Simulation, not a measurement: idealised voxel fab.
This is a process module. Its name is voxel wiring stack.
Pictured: cross-section cut, 245 nm wide, on a grid of 5 nm square cells.
Square cells in a grid make up a cross-section in this document, and the grid is given as bands, listed from the top down, each one or more rows of cells. Heights first: top, then bottom, in nm. Then materials, left to right, each with a width in nm. "throughout" on a single material: fills the band edge to edge. "blank": empty space. Basically, 0 is our baseline, since under it the wafer straight out of the box is all one material. The bottom band has no lower end and keeps on going down, so it looks like "0 down". Read "30 to 40" as a graded width: first number on top, second number at the bottom, same change between each pair of neighbouring rows. "same as before" means the step left every cell of the cross-section as it was. So "Closed void catalog" is basically the list of trapped voids: any empty space of 8 cells or more that can't reach the top through an opening. They're written width x height at distance, the distance being from the left edge, and it's all nm. On a step's line, text after the settings is the simulator commenting on that step. Regarding "overlay nm": on a step with a mask, it is the distance the mask lay to the right of its planned place; a negative value places it to the left. In what follows, pairs of cross-sections are presented, each taken before and after one process step, with the after cross-section shown only down to the lowest band that was altered; the step, together with its settings, is stated below the pair. The pairs may stem from different runs of this module on the same starting wafer; accordingly, a pair should be taken as continuing from the one above it solely where its entry headed "Before this step" indicates as much.
# Before this step
- 0 down: Si throughout
- Closed void catalog: none
# Post-Step Section View
- 10 to 0: SiO2 throughout
- For the remainder of the cross-section, below 0, there is no change.
- Closed void catalog: none
Step applied between the pre-step and post-step cross-sections shown above: CONFORMAL_DEP: material SiO2, thk nm 10
Before this step: the wafer arrives at this step looking as the after cross-section in the pair just above shows it.
# Post-Step Section View
- 15 to 10: SiN throughout
- For the remainder of the cross-section, below 10, there is no change.
- Closed void catalog: none
Step applied between the pre-step and post-step cross-sections shown above: CONFORMAL_DEP: material SiN, thk nm 5
Before this step: the wafer arrives at this step looking as the after cross-section in the pair just above shows it.
# Post-Step Section View
- 35 to 15: SiO2 throughout
- For the remainder of the cross-section, below 15, there is no change.
- Closed void catalog: none
Step applied between the pre-step and post-step cross-sections shown above: DIRECTIONAL_DEP: material SiO2, thk nm 20
Before this step: the wafer arrives at this step looking as the after cross-section in the pair just above shows it.
# Post-Step Section View
- 45 to 35: aC throughout
- For the remainder of the cross-section, below 35, there is no change.
- Closed void catalog: none
Step applied between the pre-step and post-step cross-sections shown above: DIRECTIONAL_DEP: material aC, thk nm 10
Before this step: the wafer arrives at this step looking as the after cross-section in the pair just above shows it.
# Post-Step Section View
- 70 to 45: resist 80, then blank 30, then resist 25, then blank 30, then resist 80
- For the remainder of the cross-section, below 45, there is no change.
- Closed void catalog: none
Step applied between the pre-step and post-step cross-sections shown above: PATTERN: tone open, mask id METAL_1, material resist, width nm 30, pitch nm 55, thk nm 25, overlay nm 0
Before this step: the wafer arrives at this step looking as the after cross-section in the pair just above shows it.
# Post-Step Section View
- 60 to 45: resist 80, then blank 30, then resist 25, then blank 30, then resist 80
- 45 to 35: aC 80, then blank 30, then aC 25, then blank 30, then aC 80
- For the remainder of the cross-section, below 35, there is no change.
- Closed void catalog: none
Step applied between the pre-step and post-step cross-sections shown above: DIRECTIONAL_ETCH: etch materials aC, depth nm 10
Before this step: the wafer arrives at this step looking as the after cross-section in the pair just above shows it.
# Post-Step Section View
- 45 to 35: aC 80, then blank 30, then aC 25, then blank 30, then aC 80
- For the remainder of the cross-section, below 35, there is no change.
- Closed void catalog: none
Step applied between the pre-step and post-step cross-sections shown above: STRIP: etch materials resist
Before this step: the wafer arrives at this step looking as the after cross-section in the pair just above shows it.
# Post-Step Section View
- 45 to 35: aC 80, then blank 30, then aC 25, then blank 30, then aC 80
- 35 to 15: SiO2 80, then blank 30, then SiO2 25, then blank 30, then SiO2 80
- For the remainder of the cross-section, below 15, there is no change.
- Closed void catalog: none
Step applied between the pre-step and post-step cross-sections shown above: DIRECTIONAL_ETCH: etch materials SiO2, depth nm 20
Before this step: the wafer arrives at this step looking as the after cross-section in the pair just above shows it.
# Post-Step Section View
- 45 to 35: aC 80, then blank 30, then aC 25, then blank 30, then aC 80
- 35 to 15: SiO2 80, then blank 30, then SiO2 25, then blank 30, then SiO2 80
- 15 to 10: SiN 80, then blank 30, then SiN 25, then blank 30, then SiN 80
- For the remainder of the cross-section, below 10, there is no change.
- Closed void catalog: none
Step applied between the pre-step and post-step cross-sections shown above: DIRECTIONAL_ETCH: etch materials SiN, depth nm 5
Before this step: the wafer arrives at this step looking as the after cross-section in the pair just above shows it.
# Post-Step Section View
- 35 to 15: SiO2 80, then blank 30, then SiO2 25, then blank 30, then SiO2 80
- For the remainder of the cross-section, below 15, there is no change.
- Closed void catalog: none
Step applied between the pre-step and post-step cross-sections shown above: STRIP: etch materials aC
Before this step: the wafer arrives at this step looking as the after cross-section in the pair just above shows it.
# Post-Step Section View
- 40 to 35: TiN 85, then blank 20, then TiN 35, then blank 20, then TiN 85
- 35 to 15: SiO2 80, then TiN 5, then blank 20, then TiN 5, then SiO2 25, then TiN 5, then blank 20, then TiN 5, then SiO2 80
- 15 to 10: SiN 80, then TiN 30, then SiN 25, then TiN 30, then SiN 80
- For the remainder of the cross-section, below 10, there is no change.
- Closed void catalog: none
Step applied between the pre-step and post-step cross-sections shown above: CONFORMAL_DEP: material TiN, thk nm 5
Before this step: the wafer arrives at this step looking as the after cross-section in the pair just above shows it.
# Post-Step Section View
- 45 to 40: Ru throughout
- 40 to 35: TiN 85, then Ru 20, then TiN 35, then Ru 20, then TiN 85
- 35 to 15: SiO2 80, then TiN 5, then Ru 20, then TiN 5, then SiO2 25, then TiN 5, then Ru 20, then TiN 5, then SiO2 80
- For the remainder of the cross-section, below 15, there is no change.
- Closed void catalog: none
Step applied between the pre-step and post-step cross-sections shown above: FILL_DEP: material Ru, thk nm 5
Before this step: the wafer arrives at this step looking as the after cross-section in the pair just above shows it.
# Post-Step Section View
- 35 to 15: SiO2 80, then TiN 5, then Ru 20, then TiN 5, then SiO2 25, then TiN 5, then Ru 20, then TiN 5, then SiO2 80
- For the remainder of the cross-section, below 15, there is no change.
- Closed void catalog: none
Step applied between the pre-step and post-step cross-sections shown above: CMP: height nm 35
Before this step: the wafer arrives at this step looking as the after cross-section in the pair just above shows it.
# Post-Step Section View
- 40 to 35: SiCN throughout
- For the remainder of the cross-section, below 35, there is no change.
- Closed void catalog: none
Step applied between the pre-step and post-step cross-sections shown above: CONFORMAL_DEP: material SiCN, thk nm 5
Before this step: the wafer arrives at this step looking as the after cross-section in the pair just above shows it.
# Post-Step Section View
- 50 to 40: SiO2 throughout
- For the remainder of the cross-section, below 40, there is no change.
- Closed void catalog: none
Step applied between the pre-step and post-step cross-sections shown above: DIRECTIONAL_DEP: material SiO2, thk nm 10
Before this step: the wafer arrives at this step looking as the after cross-section in the pair just above shows it.
# Post-Step Section View
- 65 to 50: resist 80, then blank 15, then resist 40, then blank 15, then resist 95
- For the remainder of the cross-section, below 50, there is no change.
- Closed void catalog: none
Step applied between the pre-step and post-step cross-sections shown above: PATTERN: tone open, mask id PLUG_1, material resist, width nm 15, pitch nm 55, thk nm 15, overlay nm 0
Before this step: the wafer arrives at this step looking as the after cross-section in the pair just above shows it.
# Post-Step Section View
- 65 to 50: resist 80, then blank 15, then resist 40, then blank 15, then resist 95
- 50 to 40: SiO2 80, then blank 15, then SiO2 40, then blank 15, then SiO2 95
- For the remainder of the cross-section, below 40, there is no change.
- Closed void catalog: none
Step applied between the pre-step and post-step cross-sections shown above: DIRECTIONAL_ETCH: etch materials SiO2, depth nm 10
Before this step: the wafer arrives at this step looking as the after cross-section in the pair just above shows it.
# Post-Step Section View
- 65 to 50: resist 80, then blank 15, then resist 40, then blank 15, then resist 95
- 50 to 40: SiO2 80, then blank 15, then SiO2 40, then blank 15, then SiO2 95
- 40 to 35: SiCN 80, then blank 15, then SiCN 40, then blank 15, then SiCN 95
- For the remainder of the cross-section, below 35, there is no change.
- Closed void catalog: none
Step applied between the pre-step and post-step cross-sections shown above: DIRECTIONAL_ETCH: etch materials SiCN, depth nm 5
Before this step: the wafer arrives at this step looking as the after cross-section in the pair just above shows it.
# Post-Step Section View
- 50 to 40: SiO2 80, then blank 15, then SiO2 40, then blank 15, then SiO2 95
- For the remainder of the cross-section, below 40, there is no change.
- Closed void catalog: none
Step applied between the pre-step and post-step cross-sections shown above: STRIP: etch materials resist
Before this step: the wafer arrives at this step looking as the after cross-section in the pair just above shows it.
# Post-Step Section View
- 50 to 45: SiO2 80, then blank 15, then SiO2 40, then blank 15, then SiO2 95
- 45 to 40: SiO2 80, then Ru 15, then SiO2 40, then Ru 15, then SiO2 95
- 40 to 35: SiCN 80, then Ru 15, then SiCN 40, then Ru 15, then SiCN 95
- For the remainder of the cross-section, below 35, there is no change.
- Closed void catalog: none
Step applied between the pre-step and post-step cross-sections shown above: EPI: material Ru, thk nm 10
Before this step: the wafer arrives at this step looking as the after cross-section in the pair just above shows it.
# Post-Step Section View
- 50 to 40: SiO2 80, then Ru 15, then SiO2 40, then Ru 15, then SiO2 95
- For the remainder of the cross-section, below 40, there is no change.
- Closed void catalog: none
Step applied between the pre-step and post-step cross-sections shown above: EPI: material Ru, thk nm 5
Before this step: the wafer arrives at this step looking as the after cross-section in the pair just above shows it.
# Post-Step Section View
- 55 to 50: TiN throughout
- For the remainder of the cross-section, below 50, there is no change.
- Closed void catalog: none
Step applied between the pre-step and post-step cross-sections shown above: DIRECTIONAL_DEP: material TiN, thk nm 5
Before this step: the wafer arrives at this step looking as the after cross-section in the pair just above shows it.
# Post-Step Section View
- 80 to 55: W throughout
- For the remainder of the cross-section, below 55, there is no change.
- Closed void catalog: none
Step applied between the pre-step and post-step cross-sections shown above: DIRECTIONAL_DEP: material W, thk nm 25
Before this step: the wafer arrives at this step looking as the after cross-section in the pair just above shows it.
# Post-Step Section View
- 80 to 55: blank 80, then W 30, then blank 25, then W 30, then blank 80
- For the remainder of the cross-section, below 55, there is no change.
- Closed void catalog: none
Step applied between the pre-step and post-step cross-sections shown above: MASKED_ETCH: tone cover, mask id METAL_2, width nm 30, pitch nm 55, etch materials W, depth nm 25, overlay nm 0
Before this step: the wafer arrives at this step looking as the after cross-section in the pair just above shows it.
# Post-Step Section View
- 80 to 55: blank 80, then W 30, then blank 25, then W 30, then blank 80
- 55 to 50: blank 80, then TiN 30, then blank 25, then TiN 30, then blank 80
- For the remainder of the cross-section, below 50, there is no change.
- Closed void catalog: none
Step applied between the pre-step and post-step cross-sections shown above: MASKED_ETCH: tone cover, mask id METAL_2, width nm 30, pitch nm 55, etch materials TiN, depth nm 5, overlay nm 0
Before this step: the wafer arrives at this step looking as the after cross-section in the pair just above shows it.
# Post-Step Section View
- 85 to 80: blank 75, then SiN 40, then blank 15, then SiN 40, then blank 75
- 80 to 55: blank 75, then SiN 5, then W 30, then SiN 5, then blank 15, then SiN 5, then W 30, then SiN 5, then blank 75
- 55 to 50: SiN 80, then TiN 30, then SiN 25, then TiN 30, then SiN 80
- For the remainder of the cross-section, below 50, there is no change.
- Closed void catalog: none
Step applied between the pre-step and post-step cross-sections shown above: CONFORMAL_DEP: material SiN, thk nm 5
Before this step: the wafer arrives at this step looking as the after cross-section in the pair just above shows it.
# Post-Step Section View
- 90 to 85: lowk throughout
- 85 to 80: lowk 75, then SiN 40, then lowk 15, then SiN 40, then lowk 75
- 80 to 55: lowk 75, then SiN 5, then W 30, then SiN 5, then lowk 15, then SiN 5, then W 30, then SiN 5, then lowk 75
- For the remainder of the cross-section, below 55, there is no change.
- Closed void catalog: none
Step applied between the pre-step and post-step cross-sections shown above: FILL_DEP: material lowk, thk nm 5
Before this step: the wafer arrives at this step looking as the after cross-section in the pair just above shows it.
# Post-Step Section View
- 80 to 55: lowk 75, then SiN 5, then W 30, then SiN 5, then lowk 15, then SiN 5, then W 30, then SiN 5, then lowk 75
- For the remainder of the cross-section, below 55, there is no change.
- Closed void catalog: none
Step applied between the pre-step and post-step cross-sections shown above: CMP: height nm 80
Before this step: the wafer arrives at this step looking as the after cross-section in the pair just above shows it.
# Post-Step Section View
- 85 to 80: SiCN throughout
- For the remainder of the cross-section, below 80, there is no change.
- Closed void catalog: none
Step applied between the pre-step and post-step cross-sections shown above: CONFORMAL_DEP: material SiCN, thk nm 5
Before this step: the wafer arrives at this step looking as the after cross-section in the pair just above shows it.
# Post-Step Section View
- 95 to 85: SiO2 throughout
- For the remainder of the cross-section, below 85, there is no change.
- Closed void catalog: none
Step applied between the pre-step and post-step cross-sections shown above: DIRECTIONAL_DEP: material SiO2, thk nm 10
Before this step: the wafer arrives at this step looking as the after cross-section in the pair just above shows it.
# Post-Step Section View
- 95 to 85: SiO2 80, then blank 15, then SiO2 40, then blank 15, then SiO2 95
- For the remainder of the cross-section, below 85, there is no change.
- Closed void catalog: none
Step applied between the pre-step and post-step cross-sections shown above: MASKED_ETCH: tone open, mask id PLUG_2, width nm 15, pitch nm 55, etch materials SiO2, depth nm 10, overlay nm 0
Before this step: the wafer arrives at this step looking as the after cross-section in the pair just above shows it.
# Post-Step Section View
- 95 to 85: SiO2 80, then blank 15, then SiO2 40, then blank 15, then SiO2 95
- 85 to 80: SiCN 80, then blank 15, then SiCN 40, then blank 15, then SiCN 95
- For the remainder of the cross-section, below 80, there is no change.
- Closed void catalog: none
Step applied between the pre-step and post-step cross-sections shown above: MASKED_ETCH: tone open, mask id PLUG_2, width nm 15, pitch nm 55, etch materials SiCN, depth nm 5, overlay nm 0
Before this step: the wafer arrives at this step looking as the after cross-section in the pair just above shows it.
# Post-Step Section View
- 95 to 90: SiO2 80, then blank 15, then SiO2 40, then blank 15, then SiO2 95
- 90 to 85: SiO2 80, then Ru 15, then SiO2 40, then Ru 15, then SiO2 95
- 85 to 80: SiCN 80, then Ru 15, then SiCN 40, then Ru 15, then SiCN 95
- For the remainder of the cross-section, below 80, there is no change.
- Closed void catalog: none
Step applied between the pre-step and post-step cross-sections shown above: EPI: material Ru, thk nm 10
Before this step: the wafer arrives at this step looking as the after cross-section in the pair just above shows it.
# Post-Step Section View
- 95 to 85: SiO2 80, then Ru 15, then SiO2 40, then Ru 15, then SiO2 95
- For the remainder of the cross-section, below 85, there is no change.
- Closed void catalog: none
Step applied between the pre-step and post-step cross-sections shown above: EPI: material Ru, thk nm 5
Before this step: the wafer arrives at this step looking as the after cross-section in the pair just above shows it.
# Post-Step Section View
- 100 to 95: SiCN throughout
- For the remainder of the cross-section, below 95, there is no change.
- Closed void catalog: none
Step applied between the pre-step and post-step cross-sections shown above: CONFORMAL_DEP: material SiCN, thk nm 5
Before this step: the wafer arrives at this step looking as the after cross-section in the pair just above shows it.
# Post-Step Section View
- 125 to 100: lowk throughout
- For the remainder of the cross-section, below 100, there is no change.
- Closed void catalog: none
Step applied between the pre-step and post-step cross-sections shown above: DIRECTIONAL_DEP: material lowk, thk nm 25
Before this step: the wafer arrives at this step looking as the after cross-section in the pair just above shows it.
# Post-Step Section View
- 125 to 100: lowk 80, then blank 30, then lowk 25, then blank 30, then lowk 80
- For the remainder of the cross-section, below 100, there is no change.
- Closed void catalog: none
Step applied between the pre-step and post-step cross-sections shown above: MASKED_ETCH: tone open, mask id METAL_3, width nm 30, pitch nm 55, etch materials lowk, depth nm 25, overlay nm 0
Before this step: the wafer arrives at this step looking as the after cross-section in the pair just above shows it.
# Post-Step Section View
- 125 to 100: lowk 80, then blank 30, then lowk 25, then blank 30, then lowk 80
- 100 to 95: SiCN 80, then blank 30, then SiCN 25, then blank 30, then SiCN 80
- For the remainder of the cross-section, below 95, there is no change.
- Closed void catalog: none
Step applied between the pre-step and post-step cross-sections shown above: MASKED_ETCH: tone open, mask id METAL_3, width nm 30, pitch nm 55, etch materials SiCN, depth nm 5, overlay nm 0
Before this step: the wafer arrives at this step looking as the after cross-section in the pair just above shows it.
# Post-Step Section View
- 130 to 125: TiN 85, then blank 20, then TiN 35, then blank 20, then TiN 85
- 125 to 100: lowk 80, then TiN 5, then blank 20, then TiN 5, then lowk 25, then TiN 5, then blank 20, then TiN 5, then lowk 80
- 100 to 95: SiCN 80, then TiN 30, then SiCN 25, then TiN 30, then SiCN 80
- For the remainder of the cross-section, below 95, there is no change.
- Closed void catalog: none
Step applied between the pre-step and post-step cross-sections shown above: CONFORMAL_DEP: material TiN, thk nm 5
Before this step: the wafer arrives at this step looking as the after cross-section in the pair just above shows it.
# Post-Step Section View
- 140 to 130: W throughout
- 130 to 125: TiN 85, then W 20, then TiN 35, then W 20, then TiN 85
- 125 to 100: lowk 80, then TiN 5, then W 20, then TiN 5, then lowk 25, then TiN 5, then W 20, then TiN 5, then lowk 80
- For the remainder of the cross-section, below 100, there is no change.
- Closed void catalog: none
Step applied between the pre-step and post-step cross-sections shown above: FILL_DEP: material W, thk nm 10
Before this step: the wafer arrives at this step looking as the after cross-section in the pair just above shows it.
# Post-Step Section View
- 125 to 100: lowk 80, then TiN 5, then W 20, then TiN 5, then lowk 25, then TiN 5, then W 20, then TiN 5, then lowk 80
- For the remainder of the cross-section, below 100, there is no change.
- Closed void catalog: none
Step applied between the pre-step and post-step cross-sections shown above: CMP: height nm 125
Before this step: the wafer arrives at this step looking as the after cross-section in the pair just above shows it.
# Post-Step Section View
- 130 to 125: SiCN throughout
- For the remainder of the cross-section, below 125, there is no change.
- Closed void catalog: none
Step applied between the pre-step and post-step cross-sections shown above: CONFORMAL_DEP: material SiCN, thk nm 5
# Before this step
- 50 to 40: SiO2 80, then blank 15, then SiO2 40, then blank 15, then SiO2 95
- 40 to 35: SiCN 80, then blank 15, then SiCN 40, then blank 15, then SiCN 95
- 35 to 15: SiO2 80, then TiN 5, then Ru 20, then TiN 5, then SiO2 25, then TiN 5, then Ru 20, then TiN 5, then SiO2 80
- 15 to 10: SiN 80, then TiN 30, then SiN 25, then TiN 30, then SiN 80
- 10 to 0: SiO2 throughout
- 0 down: Si throughout
- Closed void catalog: none
# Post-Step Section View
- 50 to 40: SiO2 80, then blank 15, then SiO2 40, then blank 15, then SiO2 95
- 40 to 35: SiCN 80, then Ru 15, then SiCN 40, then Ru 15, then SiCN 95
- For the remainder of the cross-section, below 35, there is no change.
- Closed void catalog: none
Step applied between the pre-step and post-step cross-sections shown above: EPI: material Ru, thk nm 5
Before this step: the wafer arrives at this step looking as the after cross-section in the pair just above shows it.
# Post-Step Section View
- 55 to 50: TiN 80, then blank 15, then TiN 40, then blank 15, then TiN 95
- 50 to 45: SiO2 80, then blank 15, then SiO2 40, then blank 15, then SiO2 95
- 45 to 40: SiO2 80, then TiN 15, then SiO2 40, then TiN 15, then SiO2 95
- For the remainder of the cross-section, below 40, there is no change.
- Closed void catalog: none
Step applied between the pre-step and post-step cross-sections shown above: DIRECTIONAL_DEP: material TiN, thk nm 5
Before this step: the wafer arrives at this step looking as the after cross-section in the pair just above shows it.
# Post-Step Section View
- 80 to 70: W 80, then blank 15, then W 40, then blank 15, then W 95
- 70 to 55: W throughout
- 55 to 50: TiN 80, then W 15, then TiN 40, then W 15, then TiN 95
- 50 to 45: SiO2 80, then W 15, then SiO2 40, then W 15, then SiO2 95
- For the remainder of the cross-section, below 45, there is no change.
- Closed void catalog: none
Step applied between the pre-step and post-step cross-sections shown above: DIRECTIONAL_DEP: material W, thk nm 25
Before this step: the wafer arrives at this step looking as the after cross-section in the pair just above shows it.
# Post-Step Section View
- 80 to 70: blank 95, then W 15, then blank 40, then W 15, then blank 80
- 70 to 55: blank 80, then W 30, then blank 25, then W 30, then blank 80
- For the remainder of the cross-section, below 55, there is no change.
- Closed void catalog: none
Step applied between the pre-step and post-step cross-sections shown above: MASKED_ETCH: tone cover, mask id METAL_2, width nm 30, pitch nm 55, etch materials W, depth nm 25, overlay nm 0
Before this step: the wafer arrives at this step looking as the after cross-section in the pair just above shows it.
# Post-Step Section View
- 80 to 70: blank 95, then W 15, then blank 40, then W 15, then blank 80
- 70 to 55: blank 80, then W 30, then blank 25, then W 30, then blank 80
- 55 to 50: blank 80, then W 15, then TiN 15, then blank 25, then W 15, then TiN 15, then blank 80
- For the remainder of the cross-section, below 50, there is no change.
- Closed void catalog: none
Step applied between the pre-step and post-step cross-sections shown above: MASKED_ETCH: tone cover, mask id METAL_2, width nm 30, pitch nm 55, etch materials TiN, depth nm 5, overlay nm 0
Before this step: the wafer arrives at this step looking as the after cross-section in the pair just above shows it.
# Post-Step Section View
- 85 to 80: blank 90, then SiN 25, then blank 30, then SiN 25, then blank 75
- 80 to 70: blank 90 to 75, then SiN 5 to 20, then W 15, then SiN 5, then blank 30 to 15, then SiN 5 to 20, then W 15, then SiN 5, then blank 75
- 70 to 55: blank 75, then SiN 5, then W 30, then SiN 5, then blank 15, then SiN 5, then W 30, then SiN 5, then blank 75
- 55 to 50: SiN 80, then W 15, then TiN 15, then SiN 25, then W 15, then TiN 15, then SiN 80
- For the remainder of the cross-section, below 50, there is no change.
- Closed void catalog: none
Step applied between the pre-step and post-step cross-sections shown above: CONFORMAL_DEP: material SiN, thk nm 5
Before this step: the wafer arrives at this step looking as the after cross-section in the pair just above shows it.
# Post-Step Section View
- 90 to 85: lowk throughout
- 85 to 80: lowk 90, then SiN 25, then lowk 30, then SiN 25, then lowk 75
- 80 to 70: lowk 90 to 75, then SiN 5 to 20, then W 15, then SiN 5, then lowk 30 to 15, then SiN 5 to 20, then W 15, then SiN 5, then lowk 75
- 70 to 55: lowk 75, then SiN 5, then W 30, then SiN 5, then lowk 15, then SiN 5, then W 30, then SiN 5, then lowk 75
- For the remainder of the cross-section, below 55, there is no change.
- Closed void catalog: none
Step applied between the pre-step and post-step cross-sections shown above: FILL_DEP: material lowk, thk nm 5
Before this step: the wafer arrives at this step looking as the after cross-section in the pair just above shows it.
# Post-Step Section View
- 80 to 70: lowk 90 to 75, then SiN 5 to 20, then W 15, then SiN 5, then lowk 30 to 15, then SiN 5 to 20, then W 15, then SiN 5, then lowk 75
- For the remainder of the cross-section, below 70, there is no change.
- Closed void catalog: none
Step applied between the pre-step and post-step cross-sections shown above: CMP: height nm 80
Before this step: the wafer arrives at this step looking as the after cross-section in the pair just above shows it.
# Post-Step Section View
- 85 to 80: SiCN throughout
- For the remainder of the cross-section, below 80, there is no change.
- Closed void catalog: none
Step applied between the pre-step and post-step cross-sections shown above: CONFORMAL_DEP: material SiCN, thk nm 5
Before this step: the wafer arrives at this step looking as the after cross-section in the pair just above shows it.
# Post-Step Section View
- 95 to 85: SiO2 throughout
- For the remainder of the cross-section, below 85, there is no change.
- Closed void catalog: none
Step applied between the pre-step and post-step cross-sections shown above: DIRECTIONAL_DEP: material SiO2, thk nm 10
Before this step: the wafer arrives at this step looking as the after cross-section in the pair just above shows it.
# Post-Step Section View
- 95 to 85: SiO2 80, then blank 15, then SiO2 40, then blank 15, then SiO2 95
- For the remainder of the cross-section, below 85, there is no change.
- Closed void catalog: none
Step applied between the pre-step and post-step cross-sections shown above: MASKED_ETCH: tone open, mask id PLUG_2, width nm 15, pitch nm 55, etch materials SiO2, depth nm 10, overlay nm 0
Before this step: the wafer arrives at this step looking as the after cross-section in the pair just above shows it.
# Post-Step Section View
- 95 to 85: SiO2 80, then blank 15, then SiO2 40, then blank 15, then SiO2 95
- 85 to 80: SiCN 80, then blank 15, then SiCN 40, then blank 15, then SiCN 95
- For the remainder of the cross-section, below 80, there is no change.
- Closed void catalog: none
Step applied between the pre-step and post-step cross-sections shown above: MASKED_ETCH: tone open, mask id PLUG_2, width nm 15, pitch nm 55, etch materials SiCN, depth nm 5, overlay nm 0
Before this step: the wafer arrives at this step looking as the after cross-section in the pair just above shows it.
# Post-Step Section View
- 100 to 95: SiCN 85, then blank 5, then SiCN 50, then blank 5, then SiCN 100
- 95 to 85: SiO2 80, then SiCN 5, then blank 5, then SiCN 5, then SiO2 40, then SiCN 5, then blank 5, then SiCN 5, then SiO2 95
- 85 to 80: SiCN throughout
- For the remainder of the cross-section, below 80, there is no change.
- Closed void catalog: none
Step applied between the pre-step and post-step cross-sections shown above: CONFORMAL_DEP: material SiCN, thk nm 5
Before this step: the wafer arrives at this step looking as the after cross-section in the pair just above shows it.
# Post-Step Section View
- 125 to 110: lowk 85, then blank 5, then lowk 50, then blank 5, then lowk 100
- 110 to 100: lowk throughout
- 100 to 95: SiCN 85, then lowk 5, then SiCN 50, then lowk 5, then SiCN 100
- 95 to 85: SiO2 80, then SiCN 5, then lowk 5, then SiCN 5, then SiO2 40, then SiCN 5, then lowk 5, then SiCN 5, then SiO2 95
- For the remainder of the cross-section, below 85, there is no change.
- Closed void catalog: none
Step applied between the pre-step and post-step cross-sections shown above: DIRECTIONAL_DEP: material lowk, thk nm 25
Before this step: the wafer arrives at this step looking as the after cross-section in the pair just above shows it.
# Post-Step Section View
- 125 to 100: lowk 80, then blank 30, then lowk 25, then blank 30, then lowk 80
- 100 to 95: SiCN 85, then blank 5, then SiCN 50, then blank 5, then SiCN 100
- 95 to 85: SiO2 80, then SiCN 5, then blank 5, then SiCN 5, then SiO2 40, then SiCN 5, then blank 5, then SiCN 5, then SiO2 95
- For the remainder of the cross-section, below 85, there is no change.
- Closed void catalog: none
Step applied between the pre-step and post-step cross-sections shown above: MASKED_ETCH: tone open, mask id METAL_3, width nm 30, pitch nm 55, etch materials lowk, depth nm 25, overlay nm 0
Before this step: the wafer arrives at this step looking as the after cross-section in the pair just above shows it.
# Post-Step Section View
- 125 to 100: lowk 80, then blank 30, then lowk 25, then blank 30, then lowk 80
- 100 to 95: SiCN 80, then blank 30, then SiCN 25, then blank 30, then SiCN 80
- 95 to 85: SiO2 80, then SiCN 5, then blank 5, then SiCN 5, then SiO2 40, then SiCN 5, then blank 5, then SiCN 5, then SiO2 95
- 85 to 80: SiCN 85, then blank 5, then SiCN 50, then blank 5, then SiCN 100
- For the remainder of the cross-section, below 80, there is no change.
- Closed void catalog: none
Step applied between the pre-step and post-step cross-sections shown above: MASKED_ETCH: tone open, mask id METAL_3, width nm 30, pitch nm 55, etch materials SiCN, depth nm 5, overlay nm 0
Before this step: the wafer arrives at this step looking as the after cross-section in the pair just above shows it.
# Post-Step Section View
- 130 to 125: TiN 85, then blank 20, then TiN 35, then blank 20, then TiN 85
- 125 to 100: lowk 80, then TiN 5, then blank 20, then TiN 5, then lowk 25, then TiN 5, then blank 20, then TiN 5, then lowk 80
- 100 to 95: SiCN 80, then TiN 30, then SiCN 25, then TiN 30, then SiCN 80
- 95 to 85: SiO2 80, then SiCN 5, then TiN 5, then SiCN 5, then SiO2 40, then SiCN 5, then TiN 5, then SiCN 5, then SiO2 95
- 85 to 80: SiCN 85, then TiN 5, then SiCN 50, then TiN 5, then SiCN 100
- For the remainder of the cross-section, below 80, there is no change.
- Closed void catalog: none
Step applied between the pre-step and post-step cross-sections shown above: CONFORMAL_DEP: material TiN, thk nm 5
Before this step: the wafer arrives at this step looking as the after cross-section in the pair just above shows it.
# Post-Step Section View
- 140 to 130: W throughout
- 130 to 125: TiN 85, then W 20, then TiN 35, then W 20, then TiN 85
- 125 to 100: lowk 80, then TiN 5, then W 20, then TiN 5, then lowk 25, then TiN 5, then W 20, then TiN 5, then lowk 80
- For the remainder of the cross-section, below 100, there is no change.
- Closed void catalog: none
Step applied between the pre-step and post-step cross-sections shown above: FILL_DEP: material W, thk nm 10
Before this step: the wafer arrives at this step looking as the after cross-section in the pair just above shows it.
# Post-Step Section View
- 125 to 100: lowk 80, then TiN 5, then W 20, then TiN 5, then lowk 25, then TiN 5, then W 20, then TiN 5, then lowk 80
- For the remainder of the cross-section, below 100, there is no change.
- Closed void catalog: none
Step applied between the pre-step and post-step cross-sections shown above: CMP: height nm 125
Before this step: the wafer arrives at this step looking as the after cross-section in the pair just above shows it.
# Post-Step Section View
- 130 to 125: SiCN throughout
- For the remainder of the cross-section, below 125, there is no change.
- Closed void catalog: none
Step applied between the pre-step and post-step cross-sections shown above: CONFORMAL_DEP: material SiCN, thk nm 5
# Before this step
- 95 to 90: SiO2 80, then blank 15, then SiO2 40, then blank 15, then SiO2 95
- 90 to 85: SiO2 80, then Ru 15, then SiO2 40, then Ru 15, then SiO2 95
- 85 to 80: SiCN 80, then Ru 15, then SiCN 40, then Ru 15, then SiCN 95
- 80 to 55: lowk 75, then SiN 5, then W 30, then SiN 5, then lowk 15, then SiN 5, then W 30, then SiN 5, then lowk 75
- 55 to 50: SiN 80, then TiN 30, then SiN 25, then TiN 30, then SiN 80
- 50 to 40: SiO2 80, then Ru 15, then SiO2 40, then Ru 15, then SiO2 95
- 40 to 35: SiCN 80, then Ru 15, then SiCN 40, then Ru 15, then SiCN 95
- 35 to 15: SiO2 80, then TiN 5, then Ru 20, then TiN 5, then SiO2 25, then TiN 5, then Ru 20, then TiN 5, then SiO2 80
- 15 to 10: SiN 80, then TiN 30, then SiN 25, then TiN 30, then SiN 80
- 10 to 0: SiO2 throughout
- 0 down: Si throughout
- Closed void catalog: none
# Post-Step Section View
- 100 to 95: blank 75, then Ru 25, then blank 30, then Ru 25, then blank 90
- 95 to 85: SiO2 80, then Ru 15, then SiO2 40, then Ru 15, then SiO2 95
- For the remainder of the cross-section, below 85, there is no change.
- Closed void catalog: none
Step applied between the pre-step and post-step cross-sections shown above: EPI: material Ru, thk nm 10
Before this step: the wafer arrives at this step looking as the after cross-section in the pair just above shows it.
# Post-Step Section View
- 105 to 95: blank 70, then Ru 35, then blank 20, then Ru 35, then blank 85
- For the remainder of the cross-section, below 95, there is no change.
- Closed void catalog: none
Step applied between the pre-step and post-step cross-sections shown above: EPI: material Ru, thk nm 5
Before this step: the wafer arrives at this step looking as the after cross-section in the pair just above shows it.
# Post-Step Section View
- 110 to 105: blank 65, then SiCN 45, then blank 10, then SiCN 45, then blank 80
- 105 to 100: blank 65, then SiCN 5, then Ru 35, then SiCN 5, then blank 10, then SiCN 5, then Ru 35, then SiCN 5, then blank 80
- 100 to 95: SiCN 70, then Ru 35, then SiCN 20, then Ru 35, then SiCN 85
- For the remainder of the cross-section, below 95, there is no change.
- Closed void catalog: none
Step applied between the pre-step and post-step cross-sections shown above: CONFORMAL_DEP: material SiCN, thk nm 5
